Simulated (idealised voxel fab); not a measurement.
process module | voxel tone inversion
cross-section cut | 155 nm wide | cells 5 nm
A cross-section is a grid of square cells, given in bands from the top down. A band is one or more rows of cells.
Each band's line starts with the height of the band's top and of its bottom, in nm. Then come its materials from left to right, each with its width in nm. One material with "throughout" fills the band from edge to edge. "air" is empty space.
Height 0 is the level under which the wafer as received is all one material. The lowest band goes on downwards, as in "0 down".
A width such as "30 to 40" changes by the same amount from each row of cells to the next, from the band's top row to its bottom row.
"no change" after a step means that no cell of the cross-section changed.
closed voids: empty space of 8 cells or more with no open way to the top, each as width x height at its distance from the left edge, in nm
after a step's settings: what the simulator itself notes on the step
overlay nm, on a step with a mask: how far to the right of its planned place the mask lay; to the left if negative
plan
1 op RECEIVE | material Si
2 op CONFORMAL_DEP | material SiN | thk nm 5
3 op DIRECTIONAL_DEP | material polySi | thk nm 25
4 op PATTERN | tone cover | mask id POSTS | material resist | width nm 25 | pitch nm 50 | thk nm 35 | overlay nm 0
5 op DIRECTIONAL_ETCH | etch materials polySi | depth nm 25
6 op STRIP | etch materials resist
7 op FILL_DEP | material lowk | thk nm 5
8 op CMP | height nm 30
9 op STRIP | etch materials polySi
10 op CONFORMAL_DEP | material TiN | thk nm 5
11 op FILL_DEP | material Ru | thk nm 10
12 op CMP | height nm 30
13 op CONFORMAL_DEP | material SiN | thk nm 5
as received, after step 1
  0 down: Si throughout
  closed voids: none
a wafer at the end: this start, this plan, one mistake
  35 to 30: SiN throughout
  30 to 25: lowk throughout
  25 to 0: lowk 15 | polySi 25 | lowk 25 | polySi 25 | lowk 25 | polySi 25 | lowk 15
  0 down: Si throughout
  closed voids: none
what went wrong: step 2 was left out
